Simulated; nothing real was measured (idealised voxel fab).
process module | voxel transistor to metal
cross-section cut | 210 nm wide | cells 5 nm
A cross-section is a grid of square cells, given in bands from the top down. A band is one or more rows of cells.
Each band's line starts with the height of the band's top and of its bottom, in nm. Then come its materials from left to right, each with its width in nm. One material with "throughout" fills the band from edge to edge. "air" is empty space.
Height 0 is the level under which the wafer as received is all one material. The lowest band goes on downwards, as in "0 down".
A width such as "30 to 40" changes by the same amount from each row of cells to the next, from the band's top row to its bottom row.
"no change" after a step means that no cell of the cross-section changed.
closed voids: empty space of 8 cells or more with no open way to the top, each as width x height at its distance from the left edge, in nm
after a step's settings: what the simulator itself notes on the step
overlay nm, on a step with a mask: how far to the right of its planned place the mask lay; to the left if negative
plan
1 op RECEIVE | material Si
2 op CONFORMAL_DEP | material SiO2 | thk nm 5
3 op CONFORMAL_DEP | material SiN | thk nm 15
4 op DIRECTIONAL_DEP | material aC | thk nm 10
5 op PATTERN | tone cover | mask id ACTIVE | material resist | width nm 85 | thk nm 30 | overlay nm 0
6 op DIRECTIONAL_ETCH | etch materials aC | depth nm 10
7 op STRIP | etch materials resist
8 op DIRECTIONAL_ETCH | etch materials SiN | depth nm 15
9 op DIRECTIONAL_ETCH | etch materials SiO2 | depth nm 5
10 op DIRECTIONAL_ETCH | etch materials Si | depth nm 25
11 op STRIP | etch materials aC
12 op OXIDIZE | depth nm 5
13 op FILL_DEP | material SiO2 | thk nm 15
14 op CMP | height nm 20
15 op SELECTIVE_ETCH | etch materials SiO2 | depth nm 5
16 op STRIP | etch materials SiN
17 op SELECTIVE_ETCH | etch materials SiO2 | depth nm 5
18 op OXIDIZE | depth nm 5
19 op DIRECTIONAL_DEP | material polySi | thk nm 20
20 op DIRECTIONAL_DEP | material SiCN | thk nm 15
21 op MASKED_ETCH | tone cover | mask id GATE | width nm 15 | etch materials SiCN | depth nm 25 | overlay nm 0
22 op MASKED_ETCH | tone cover | mask id GATE | width nm 15 | etch materials polySi | depth nm 30 | overlay nm 0
23 op CONFORMAL_DEP | material SiO2 | thk nm 5
24 op DIRECTIONAL_ETCH | etch materials SiO2 | depth nm 5
25 op CONFORMAL_DEP | material SiN | thk nm 5
26 op DIRECTIONAL_ETCH | etch materials SiN | depth nm 5
27 op DIRECTIONAL_ETCH | etch materials SiO2 | depth nm 5
28 op DIRECTIONAL_ETCH | etch materials Si | depth nm 5
29 op EPI | material pSi | thk nm 10
30 op FILL_DEP | material SiO2 | thk nm 5
31 op CMP | height nm 35
32 op DIRECTIONAL_DEP | material SiO2 | thk nm 15
33 op PATTERN | tone open | mask id CONTACT | material resist | width nm 25 | pitch nm 50 | thk nm 15 | overlay nm 0
34 op DIRECTIONAL_ETCH | etch materials SiO2 | depth nm 50
35 op STRIP | etch materials resist
36 op CONFORMAL_DEP | material TiN | thk nm 5
37 op FILL_DEP | material Ru | thk nm 10
38 op CMP | height nm 50
39 op CONFORMAL_DEP | material SiCN | thk nm 5
40 op DIRECTIONAL_DEP | material lowk | thk nm 15
41 op DIRECTIONAL_DEP | material aC | thk nm 15
42 op PATTERN | tone open | mask id METAL_1 | material resist | width nm 15 | pitch nm 60 | thk nm 30 | overlay nm 0
43 op DIRECTIONAL_ETCH | etch materials aC | depth nm 15
44 op STRIP | etch materials resist
45 op DIRECTIONAL_ETCH | etch materials lowk | depth nm 15
46 op DIRECTIONAL_ETCH | etch materials SiCN | depth nm 5
47 op STRIP | etch materials aC
48 op CONFORMAL_DEP | material TiN | thk nm 5
49 op FILL_DEP | material Ru | thk nm 10
50 op CMP | height nm 70
51 op CONFORMAL_DEP | material SiCN | thk nm 5
52 op DIRECTIONAL_DEP | material SiO2 | thk nm 35
53 op DIRECTIONAL_DEP | material aC | thk nm 15
54 op PATTERN | tone open | mask id METAL_2 | material resist | width nm 15 | pitch nm 60 | thk nm 35 | overlay nm 0
55 op DIRECTIONAL_ETCH | etch materials aC | depth nm 15
56 op STRIP | etch materials resist
57 op DIRECTIONAL_ETCH | etch materials SiO2 | depth nm 20
58 op STRIP | etch materials aC
59 op MASKED_ETCH | tone open | mask id METAL_2_HOLES | width nm 15 | pitch nm 60 | etch materials SiO2 | depth nm 15 | overlay nm 0
60 op MASKED_ETCH | tone open | mask id METAL_2_HOLES | width nm 15 | pitch nm 60 | etch materials SiCN | depth nm 5 | overlay nm 0
61 op CONFORMAL_DEP | material TiN | thk nm 5
62 op FILL_DEP | material Cu | thk nm 5
63 op CMP | height nm 110
64 op CONFORMAL_DEP | material SiN | thk nm 5
first wafer, as planned
as received, after step 1
  0 down: Si throughout
  closed voids: none
after step 2
  5 to 0: SiO2 throughout
  below 0: unchanged
after step 3
  20 to 5: SiN throughout
  below 5: unchanged
after step 4
  30 to 20: aC throughout
  below 20: unchanged
after step 5
  60 to 30: air 60 | resist 85 | air 65
  below 30: unchanged
after step 6
  50 to 30: air 60 | resist 85 | air 65
  30 to 20: air 60 | aC 85 | air 65
  below 20: unchanged
after step 7
  30 to 20: air 60 | aC 85 | air 65
  below 20: unchanged
after step 8
  30 to 20: air 60 | aC 85 | air 65
  20 to 5: air 60 | SiN 85 | air 65
  below 5: unchanged
after step 9
  30 to 20: air 60 | aC 85 | air 65
  20 to 5: air 60 | SiN 85 | air 65
  5 to 0: air 60 | SiO2 85 | air 65
  below 0: unchanged
after step 10
  30 to 20: air 60 | aC 85 | air 65
  20 to 5: air 60 | SiN 85 | air 65
  5 to 0: air 60 | SiO2 85 | air 65
  0 to -25: air 60 | Si 85 | air 65
  below -25: unchanged
after step 11
  20 to 5: air 60 | SiN 85 | air 65
  below 5: unchanged
after step 12
  20 to 5: air 60 | SiN 85 | air 65
  5 to 0: air 60 | SiO2 85 | air 65
  0 to -25: air 60 | SiO2 5 | Si 75 | SiO2 5 | air 65
  -25 to -30: SiO2 65 | Si 75 | SiO2 70
  below -30: unchanged
after step 13
  35 to 20: SiO2 throughout
  20 to 5: SiO2 60 | SiN 85 | SiO2 65
  5 to 0: SiO2 throughout
  0 to -30: SiO2 65 | Si 75 | SiO2 70
  below -30: unchanged
after step 14
  20 to 5: SiO2 60 | SiN 85 | SiO2 65
  below 5: unchanged
after step 15
  20 to 15: air 60 | SiN 85 | air 65
  below 15: unchanged
after step 16
  15 to 5: SiO2 60 | air 85 | SiO2 65
  below 5: unchanged
after step 17
  10 to 0: SiO2 55 | air 95 | SiO2 60
  below 0: unchanged
after step 18
  10 to 0: SiO2 55 | air 95 | SiO2 60
  0 to -5: SiO2 throughout
  below -5: unchanged
after step 19
  30 to 20: polySi 55 | air 95 | polySi 60
  20 to 10: polySi throughout
  10 to 0: SiO2 55 | polySi 95 | SiO2 60
  below 0: unchanged
after step 20
  45 to 35: SiCN 55 | air 95 | SiCN 60
  35 to 30: SiCN throughout
  30 to 20: polySi 55 | SiCN 95 | polySi 60
  below 20: unchanged
after step 21
  35 to 30: air 95 | SiCN 15 | air 100
  30 to 20: polySi 55 | air 40 | SiCN 15 | air 40 | polySi 60
  below 20: unchanged
after step 22
  35 to 20: air 95 | SiCN 15 | air 100
  20 to 10: air 95 | polySi 15 | air 100
  10 to 0: SiO2 55 | air 40 | polySi 15 | air 40 | SiO2 60
  below 0: unchanged
after step 23
  40 to 35: air 90 | SiO2 25 | air 95
  35 to 20: air 90 | SiO2 5 | SiCN 15 | SiO2 5 | air 95
  20 to 15: air 90 | SiO2 5 | polySi 15 | SiO2 5 | air 95
  15 to 5: SiO2 60 | air 30 | SiO2 5 | polySi 15 | SiO2 5 | air 30 | SiO2 65
  5 to 0: SiO2 95 | polySi 15 | SiO2 100
  below 0: unchanged
after step 24
  35 to 20: air 90 | SiO2 5 | SiCN 15 | SiO2 5 | air 95
  20 to 10: air 90 | SiO2 5 | polySi 15 | SiO2 5 | air 95
  10 to 0: SiO2 60 | air 30 | SiO2 5 | polySi 15 | SiO2 5 | air 30 | SiO2 65
  below 0: unchanged
after step 25
  40 to 35: air 85 | SiN 35 | air 90
  35 to 20: air 85 | SiN 5 | SiO2 5 | SiCN 15 | SiO2 5 | SiN 5 | air 90
  20 to 15: air 85 | SiN 5 | SiO2 5 | polySi 15 | SiO2 5 | SiN 5 | air 90
  15 to 10: SiN 65 | air 20 | SiN 5 | SiO2 5 | polySi 15 | SiO2 5 | SiN 5 | air 20 | SiN 70
  10 to 5: SiO2 60 | SiN 5 | air 20 | SiN 5 | SiO2 5 | polySi 15 | SiO2 5 | SiN 5 | air 20 | SiN 5 | SiO2 65
  5 to 0: SiO2 60 | SiN 30 | SiO2 5 | polySi 15 | SiO2 5 | SiN 30 | SiO2 65
  below 0: unchanged
after step 26
  35 to 20: air 85 | SiN 5 | SiO2 5 | SiCN 15 | SiO2 5 | SiN 5 | air 90
  20 to 10: air 85 | SiN 5 | SiO2 5 | polySi 15 | SiO2 5 | SiN 5 | air 90
  10 to 0: SiO2 60 | SiN 5 | air 20 | SiN 5 | SiO2 5 | polySi 15 | SiO2 5 | SiN 5 | air 20 | SiN 5 | SiO2 65
  below 0: unchanged
after step 27
  35 to 30: air 85 | SiN 5 | air 5 | SiCN 15 | air 5 | SiN 5 | air 90
  30 to 20: air 85 | SiN 5 | SiO2 5 | SiCN 15 | SiO2 5 | SiN 5 | air 90
  20 to 10: air 85 | SiN 5 | SiO2 5 | polySi 15 | SiO2 5 | SiN 5 | air 90
  10 to 5: air 60 | SiN 5 | air 20 | SiN 5 | SiO2 5 | polySi 15 | SiO2 5 | SiN 5 | air 20 | SiN 5 | air 65
  5 to 0: SiO2 60 | SiN 5 | air 20 | SiN 5 | SiO2 5 | polySi 15 | SiO2 5 | SiN 5 | air 20 | SiN 5 | SiO2 65
  0 to -5: SiO2 65 | air 20 | SiO2 35 | air 20 | SiO2 70
  below -5: unchanged
after step 28
  35 to 30: air 85 | SiN 5 | air 5 | SiCN 15 | air 5 | SiN 5 | air 90
  30 to 20: air 85 | SiN 5 | SiO2 5 | SiCN 15 | SiO2 5 | SiN 5 | air 90
  20 to 10: air 85 | SiN 5 | SiO2 5 | polySi 15 | SiO2 5 | SiN 5 | air 90
  10 to 5: air 60 | SiN 5 | air 20 | SiN 5 | SiO2 5 | polySi 15 | SiO2 5 | SiN 5 | air 20 | SiN 5 | air 65
  5 to 0: SiO2 60 | SiN 5 | air 20 | SiN 5 | SiO2 5 | polySi 15 | SiO2 5 | SiN 5 | air 20 | SiN 5 | SiO2 65
  0 to -5: SiO2 65 | air 20 | SiO2 35 | air 20 | SiO2 70
  -5 to -10: SiO2 65 | air 20 | Si 35 | air 20 | SiO2 70
  below -10: unchanged
after step 29
  35 to 30: air 85 | SiN 5 | air 5 | SiCN 15 | air 5 | SiN 5 | air 90
  30 to 20: air 85 | SiN 5 | SiO2 5 | SiCN 15 | SiO2 5 | SiN 5 | air 90
  20 to 10: air 85 | SiN 5 | SiO2 5 | polySi 15 | SiO2 5 | SiN 5 | air 90
  10 to 5: air 60 | SiN 5 | air 20 | SiN 5 | SiO2 5 | polySi 15 | SiO2 5 | SiN 5 | air 20 | SiN 5 | air 65
  5 to 0: SiO2 60 | SiN 5 | air 10 | pSi 10 | SiN 5 | SiO2 5 | polySi 15 | SiO2 5 | SiN 5 | pSi 10 | air 10 | SiN 5 | SiO2 65
  0 to -5: SiO2 65 | pSi 20 | SiO2 35 | pSi 20 | SiO2 70
  -5 to -10: SiO2 65 | pSi 20 | Si 35 | pSi 20 | SiO2 70
  below -10: unchanged
after step 30
  40 to 35: SiO2 throughout
  35 to 20: SiO2 85 | SiN 5 | SiO2 5 | SiCN 15 | SiO2 5 | SiN 5 | SiO2 90
  20 to 10: SiO2 85 | SiN 5 | SiO2 5 | polySi 15 | SiO2 5 | SiN 5 | SiO2 90
  10 to 5: SiO2 60 | SiN 5 | SiO2 20 | SiN 5 | SiO2 5 | polySi 15 | SiO2 5 | SiN 5 | SiO2 20 | SiN 5 | SiO2 65
  5 to 0: SiO2 60 | SiN 5 | SiO2 10 | pSi 10 | SiN 5 | SiO2 5 | polySi 15 | SiO2 5 | SiN 5 | pSi 10 | SiO2 10 | SiN 5 | SiO2 65
  below 0: unchanged
after step 31
  35 to 20: SiO2 85 | SiN 5 | SiO2 5 | SiCN 15 | SiO2 5 | SiN 5 | SiO2 90
  below 20: unchanged
after step 32
  50 to 35: SiO2 throughout
  below 35: unchanged
after step 33
  65 to 50: resist 65 | air 25 | resist 25 | air 25 | resist 70
  below 50: unchanged
after step 34
  65 to 50: resist 65 | air 25 | resist 25 | air 25 | resist 70
  50 to 35: SiO2 65 | air 25 | SiO2 25 | air 25 | SiO2 70
  35 to 20: SiO2 65 | air 20 | SiN 5 | SiO2 5 | SiCN 15 | SiO2 5 | SiN 5 | air 20 | SiO2 70
  20 to 10: SiO2 65 | air 20 | SiN 5 | SiO2 5 | polySi 15 | SiO2 5 | SiN 5 | air 20 | SiO2 70
  10 to 5: SiO2 60 | SiN 5 | air 20 | SiN 5 | SiO2 5 | polySi 15 | SiO2 5 | SiN 5 | air 20 | SiN 5 | SiO2 65
  5 to 0: SiO2 60 | SiN 5 | air 10 | pSi 10 | SiN 5 | SiO2 5 | polySi 15 | SiO2 5 | SiN 5 | pSi 10 | air 10 | SiN 5 | SiO2 65
  below 0: unchanged
after step 35
  50 to 35: SiO2 65 | air 25 | SiO2 25 | air 25 | SiO2 70
  below 35: unchanged
after step 36
  55 to 50: TiN 70 | air 15 | TiN 35 | air 15 | TiN 75
  50 to 40: SiO2 65 | TiN 5 | air 15 | TiN 5 | SiO2 25 | TiN 5 | air 15 | TiN 5 | SiO2 70
  40 to 35: SiO2 65 | TiN 5 | air 10 | TiN 10 | SiO2 25 | TiN 10 | air 10 | TiN 5 | SiO2 70
  35 to 20: SiO2 65 | TiN 5 | air 10 | TiN 5 | SiN 5 | SiO2 5 | SiCN 15 | SiO2 5 | SiN 5 | TiN 5 | air 10 | TiN 5 | SiO2 70
  20 to 10: SiO2 65 | TiN 5 | air 10 | TiN 5 | SiN 5 | SiO2 5 | polySi 15 | SiO2 5 | SiN 5 | TiN 5 | air 10 | TiN 5 | SiO2 70
  10 to 5: SiO2 60 | SiN 5 | TiN 20 | SiN 5 | SiO2 5 | polySi 15 | SiO2 5 | SiN 5 | TiN 20 | SiN 5 | SiO2 65
  5 to 0: SiO2 60 | SiN 5 | TiN 10 | pSi 10 | SiN 5 | SiO2 5 | polySi 15 | SiO2 5 | SiN 5 | pSi 10 | TiN 10 | SiN 5 | SiO2 65
  below 0: unchanged
after step 37
  65 to 55: Ru throughout
  55 to 50: TiN 70 | Ru 15 | TiN 35 | Ru 15 | TiN 75
  50 to 40: SiO2 65 | TiN 5 | Ru 15 | TiN 5 | SiO2 25 | TiN 5 | Ru 15 | TiN 5 | SiO2 70
  40 to 35: SiO2 65 | TiN 5 | Ru 10 | TiN 10 | SiO2 25 | TiN 10 | Ru 10 | TiN 5 | SiO2 70
  35 to 20: SiO2 65 | TiN 5 | Ru 10 | TiN 5 | SiN 5 | SiO2 5 | SiCN 15 | SiO2 5 | SiN 5 | TiN 5 | Ru 10 | TiN 5 | SiO2 70
  20 to 10: SiO2 65 | TiN 5 | Ru 10 | TiN 5 | SiN 5 | SiO2 5 | polySi 15 | SiO2 5 | SiN 5 | TiN 5 | Ru 10 | TiN 5 | SiO2 70
  below 10: unchanged
after step 38
  50 to 40: SiO2 65 | TiN 5 | Ru 15 | TiN 5 | SiO2 25 | TiN 5 | Ru 15 | TiN 5 | SiO2 70
  below 40: unchanged
after step 39
  55 to 50: SiCN throughout
  below 50: unchanged
after step 40
  70 to 55: lowk throughout
  below 55: unchanged
after step 41
  85 to 70: aC throughout
  below 70: unchanged
after step 42
  115 to 85: resist 65 | air 15 | resist 45 | air 15 | resist 70
  below 85: unchanged
after step 43
  100 to 85: resist 65 | air 15 | resist 45 | air 15 | resist 70
  85 to 70: aC 65 | air 15 | aC 45 | air 15 | aC 70
  below 70: unchanged
after step 44
  85 to 70: aC 65 | air 15 | aC 45 | air 15 | aC 70
  below 70: unchanged
after step 45
  85 to 70: aC 65 | air 15 | aC 45 | air 15 | aC 70
  70 to 55: lowk 65 | air 15 | lowk 45 | air 15 | lowk 70
  below 55: unchanged
after step 46
  85 to 70: aC 65 | air 15 | aC 45 | air 15 | aC 70
  70 to 55: lowk 65 | air 15 | lowk 45 | air 15 | lowk 70
  55 to 50: SiCN 65 | air 15 | SiCN 45 | air 15 | SiCN 70
  below 50: unchanged
after step 47
  70 to 55: lowk 65 | air 15 | lowk 45 | air 15 | lowk 70
  below 55: unchanged
after step 48
  75 to 70: TiN 70 | air 5 | TiN 55 | air 5 | TiN 75
  70 to 55: lowk 65 | TiN 5 | air 5 | TiN 5 | lowk 45 | TiN 5 | air 5 | TiN 5 | lowk 70
  55 to 50: SiCN 65 | TiN 15 | SiCN 45 | TiN 15 | SiCN 70
  below 50: unchanged
after step 49
  85 to 75: Ru throughout
  75 to 70: TiN 70 | Ru 5 | TiN 55 | Ru 5 | TiN 75
  70 to 55: lowk 65 | TiN 5 | Ru 5 | TiN 5 | lowk 45 | TiN 5 | Ru 5 | TiN 5 | lowk 70
  below 55: unchanged
after step 50
  70 to 55: lowk 65 | TiN 5 | Ru 5 | TiN 5 | lowk 45 | TiN 5 | Ru 5 | TiN 5 | lowk 70
  below 55: unchanged
after step 51
  75 to 70: SiCN throughout
  below 70: unchanged
after step 52
  110 to 75: SiO2 throughout
  below 75: unchanged
after step 53
  125 to 110: aC throughout
  below 110: unchanged
after step 54
  160 to 125: resist 65 | air 15 | resist 45 | air 15 | resist 70
  below 125: unchanged
after step 55
  145 to 125: resist 65 | air 15 | resist 45 | air 15 | resist 70
  125 to 110: aC 65 | air 15 | aC 45 | air 15 | aC 70
  below 110: unchanged
after step 56
  125 to 110: aC 65 | air 15 | aC 45 | air 15 | aC 70
  below 110: unchanged
after step 57
  125 to 110: aC 65 | air 15 | aC 45 | air 15 | aC 70
  110 to 90: SiO2 65 | air 15 | SiO2 45 | air 15 | SiO2 70
  below 90: unchanged
after step 58
  110 to 90: SiO2 65 | air 15 | SiO2 45 | air 15 | SiO2 70
  below 90: unchanged
after step 59
  110 to 75: SiO2 65 | air 15 | SiO2 45 | air 15 | SiO2 70
  below 75: unchanged
after step 60
  110 to 75: SiO2 65 | air 15 | SiO2 45 | air 15 | SiO2 70
  75 to 70: SiCN 65 | air 15 | SiCN 45 | air 15 | SiCN 70
  below 70: unchanged
after step 61
  115 to 110: TiN 70 | air 5 | TiN 55 | air 5 | TiN 75
  110 to 75: SiO2 65 | TiN 5 | air 5 | TiN 5 | SiO2 45 | TiN 5 | air 5 | TiN 5 | SiO2 70
  75 to 70: SiCN 65 | TiN 15 | SiCN 45 | TiN 15 | SiCN 70
  below 70: unchanged
after step 62
  120 to 115: Cu throughout
  115 to 110: TiN 70 | Cu 5 | TiN 55 | Cu 5 | TiN 75
  110 to 75: SiO2 65 | TiN 5 | Cu 5 | TiN 5 | SiO2 45 | TiN 5 | Cu 5 | TiN 5 | SiO2 70
  below 75: unchanged
after step 63
  110 to 75: SiO2 65 | TiN 5 | Cu 5 | TiN 5 | SiO2 45 | TiN 5 | Cu 5 | TiN 5 | SiO2 70
  below 75: unchanged
after step 64
  115 to 110: SiN throughout
  below 110: unchanged
second wafer: like start, like plan, one mistake. Through step 31 it matches the first wafer
when step 32 should have ended
  65 to 35: SiO2 throughout
  below 35: unchanged
when step 33 should have ended
  80 to 65: resist 65 | air 25 | resist 25 | air 25 | resist 70
  below 65: unchanged
when step 34 should have ended
  80 to 65: resist 65 | air 25 | resist 25 | air 25 | resist 70
  65 to 35: SiO2 65 | air 25 | SiO2 25 | air 25 | SiO2 70
  35 to 20: SiO2 65 | air 20 | SiN 5 | SiO2 5 | SiCN 15 | SiO2 5 | SiN 5 | air 20 | SiO2 70
  20 to 15: SiO2 65 | air 20 | SiN 5 | SiO2 5 | polySi 15 | SiO2 5 | SiN 5 | air 20 | SiO2 70
  below 15: unchanged
when step 35 should have ended
  65 to 35: SiO2 65 | air 25 | SiO2 25 | air 25 | SiO2 70
  below 35: unchanged
when step 36 should have ended
  70 to 65: TiN 70 | air 15 | TiN 35 | air 15 | TiN 75
  65 to 40: SiO2 65 | TiN 5 | air 15 | TiN 5 | SiO2 25 | TiN 5 | air 15 | TiN 5 | SiO2 70
  40 to 35: SiO2 65 | TiN 5 | air 10 | TiN 10 | SiO2 25 | TiN 10 | air 10 | TiN 5 | SiO2 70
  35 to 20: SiO2 65 | TiN 5 | air 10 | TiN 5 | SiN 5 | SiO2 5 | SiCN 15 | SiO2 5 | SiN 5 | TiN 5 | air 10 | TiN 5 | SiO2 70
  20 to 15: SiO2 65 | TiN 20 | SiN 5 | SiO2 5 | polySi 15 | SiO2 5 | SiN 5 | TiN 20 | SiO2 70
  below 15: unchanged
when step 37 should have ended
  80 to 70: Ru throughout
  70 to 65: TiN 70 | Ru 15 | TiN 35 | Ru 15 | TiN 75
  65 to 40: SiO2 65 | TiN 5 | Ru 15 | TiN 5 | SiO2 25 | TiN 5 | Ru 15 | TiN 5 | SiO2 70
  40 to 35: SiO2 65 | TiN 5 | Ru 10 | TiN 10 | SiO2 25 | TiN 10 | Ru 10 | TiN 5 | SiO2 70
  35 to 20: SiO2 65 | TiN 5 | Ru 10 | TiN 5 | SiN 5 | SiO2 5 | SiCN 15 | SiO2 5 | SiN 5 | TiN 5 | Ru 10 | TiN 5 | SiO2 70
  below 20: unchanged
when step 38 should have ended
  50 to 40: SiO2 65 | TiN 5 | Ru 15 | TiN 5 | SiO2 25 | TiN 5 | Ru 15 | TiN 5 | SiO2 70
  below 40: unchanged
when step 39 should have ended
  55 to 50: SiCN throughout
  below 50: unchanged
when step 40 should have ended
  70 to 55: lowk throughout
  below 55: unchanged
when step 41 should have ended
  85 to 70: aC throughout
  below 70: unchanged
when step 42 should have ended
  115 to 85: resist 65 | air 15 | resist 45 | air 15 | resist 70
  below 85: unchanged
when step 43 should have ended
  100 to 85: resist 65 | air 15 | resist 45 | air 15 | resist 70
  85 to 70: aC 65 | air 15 | aC 45 | air 15 | aC 70
  below 70: unchanged
when step 44 should have ended
  85 to 70: aC 65 | air 15 | aC 45 | air 15 | aC 70
  below 70: unchanged
when step 45 should have ended
  85 to 70: aC 65 | air 15 | aC 45 | air 15 | aC 70
  70 to 55: lowk 65 | air 15 | lowk 45 | air 15 | lowk 70
  below 55: unchanged
when step 46 should have ended
  85 to 70: aC 65 | air 15 | aC 45 | air 15 | aC 70
  70 to 55: lowk 65 | air 15 | lowk 45 | air 15 | lowk 70
  55 to 50: SiCN 65 | air 15 | SiCN 45 | air 15 | SiCN 70
  below 50: unchanged
when step 47 should have ended
  70 to 55: lowk 65 | air 15 | lowk 45 | air 15 | lowk 70
  below 55: unchanged
when step 48 should have ended
  75 to 70: TiN 70 | air 5 | TiN 55 | air 5 | TiN 75
  70 to 55: lowk 65 | TiN 5 | air 5 | TiN 5 | lowk 45 | TiN 5 | air 5 | TiN 5 | lowk 70
  55 to 50: SiCN 65 | TiN 15 | SiCN 45 | TiN 15 | SiCN 70
  below 50: unchanged
when step 49 should have ended
  85 to 75: Ru throughout
  75 to 70: TiN 70 | Ru 5 | TiN 55 | Ru 5 | TiN 75
  70 to 55: lowk 65 | TiN 5 | Ru 5 | TiN 5 | lowk 45 | TiN 5 | Ru 5 | TiN 5 | lowk 70
  below 55: unchanged
when step 50 should have ended
  70 to 55: lowk 65 | TiN 5 | Ru 5 | TiN 5 | lowk 45 | TiN 5 | Ru 5 | TiN 5 | lowk 70
  below 55: unchanged
when step 51 should have ended
  75 to 70: SiCN throughout
  below 70: unchanged
when step 52 should have ended
  110 to 75: SiO2 throughout
  below 75: unchanged
when step 53 should have ended
  125 to 110: aC throughout
  below 110: unchanged
when step 54 should have ended
  160 to 125: resist 65 | air 15 | resist 45 | air 15 | resist 70
  below 125: unchanged
when step 55 should have ended
  145 to 125: resist 65 | air 15 | resist 45 | air 15 | resist 70
  125 to 110: aC 65 | air 15 | aC 45 | air 15 | aC 70
  below 110: unchanged
when step 56 should have ended
  125 to 110: aC 65 | air 15 | aC 45 | air 15 | aC 70
  below 110: unchanged
when step 57 should have ended
  125 to 110: aC 65 | air 15 | aC 45 | air 15 | aC 70
  110 to 90: SiO2 65 | air 15 | SiO2 45 | air 15 | SiO2 70
  below 90: unchanged
when step 58 should have ended
  110 to 90: SiO2 65 | air 15 | SiO2 45 | air 15 | SiO2 70
  below 90: unchanged
when step 59 should have ended
  110 to 75: SiO2 65 | air 15 | SiO2 45 | air 15 | SiO2 70
  below 75: unchanged
when step 60 should have ended
  110 to 75: SiO2 65 | air 15 | SiO2 45 | air 15 | SiO2 70
  75 to 70: SiCN 65 | air 15 | SiCN 45 | air 15 | SiCN 70
  below 70: unchanged
when step 61 should have ended
  115 to 110: TiN 70 | air 5 | TiN 55 | air 5 | TiN 75
  110 to 75: SiO2 65 | TiN 5 | air 5 | TiN 5 | SiO2 45 | TiN 5 | air 5 | TiN 5 | SiO2 70
  75 to 70: SiCN 65 | TiN 15 | SiCN 45 | TiN 15 | SiCN 70
  below 70: unchanged
when step 62 should have ended
  120 to 115: Cu throughout
  115 to 110: TiN 70 | Cu 5 | TiN 55 | Cu 5 | TiN 75
  110 to 75: SiO2 65 | TiN 5 | Cu 5 | TiN 5 | SiO2 45 | TiN 5 | Cu 5 | TiN 5 | SiO2 70
  below 75: unchanged
when step 63 should have ended
  110 to 75: SiO2 65 | TiN 5 | Cu 5 | TiN 5 | SiO2 45 | TiN 5 | Cu 5 | TiN 5 | SiO2 70
  below 75: unchanged
when step 64 should have ended
  115 to 110: SiN throughout
  below 110: unchanged
what went wrong: step 32 was run twice
at the end the second wafer has, in cells: 8 fewer of Ru | 20 more of SiO2 | 12 fewer of TiN
